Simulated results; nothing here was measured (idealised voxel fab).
process module | voxel air gaps
cross-section cut | 195 nm wide | cells 5 nm
A cross-section is a grid of square cells, given in bands from the top down. A band is one or more rows of cells.
Each band's line starts with the height of the band's top and of its bottom, in nm. Then come its materials from left to right, each with its width in nm. One material with "throughout" fills the band from edge to edge. "air" is empty space.
Height 0 is the level under which the wafer as received is all one material. The lowest band goes on downwards, as in "0 down".
A width such as "30 to 40" changes by the same amount from each row of cells to the next, from the band's top row to its bottom row.
"no change" after a step means that no cell of the cross-section changed.
closed voids: empty space of 8 cells or more with no open way to the top, each as width x height at its distance from the left edge, in nm
after a step's settings: what the simulator itself notes on the step
overlay nm, on a step with a mask: how far to the right of its planned place the mask lay; to the left if negative
plan
1 op RECEIVE | material Si
2 op CONFORMAL_DEP | material SiO2 | thk nm 10
3 op CONFORMAL_DEP | material SiN | thk nm 5
4 op DIRECTIONAL_DEP | material lowk | thk nm 35
5 op DIRECTIONAL_DEP | material aC | thk nm 15
6 op PATTERN | tone open | mask id LINES | material resist | width nm 15 | pitch nm 45 | thk nm 30 | overlay nm 0
7 op DIRECTIONAL_ETCH | etch materials aC | depth nm 15
8 op STRIP | etch materials resist
9 op DIRECTIONAL_ETCH | etch materials lowk | depth nm 35
10 op STRIP | etch materials aC
11 op CONFORMAL_DEP | material TiN | thk nm 5
12 op FILL_DEP | material Cu | thk nm 5
13 op CMP | height nm 50
14 op EPI | material Ru | thk nm 10
15 op SELECTIVE_ETCH | etch materials lowk | depth nm 45
16 op CONFORMAL_DEP | material SiN | thk nm 5
as received, after step 1
  0 down: Si throughout
  closed voids: none
a wafer at the end: this start, this plan, one mistake
  75 to 70: air 20 | SiN 155 | air 20
  70 to 50: air 20 | SiN 5 | Ru 145 | SiN 5 | air 20
  50 to 45: air 20 | SiN 25 | TiN 5 | Cu 5 | TiN 5 | lowk 30 | TiN 5 | Cu 5 | TiN 5 | lowk 30 | TiN 5 | Cu 5 | TiN 5 | SiN 25 | air 20
  45 to 20: air 40 | SiN 5 | TiN 5 | Cu 5 | TiN 5 | lowk 30 | TiN 5 | Cu 5 | TiN 5 | lowk 30 | TiN 5 | Cu 5 | TiN 5 | SiN 5 | air 40
  20 to 15: SiN 45 | TiN 15 | lowk 30 | TiN 15 | lowk 30 | TiN 15 | SiN 45
  15 to 10: SiN throughout
  10 to 0: SiO2 throughout
  0 down: Si throughout
  closed voids: none
what went wrong: step 14 was run twice
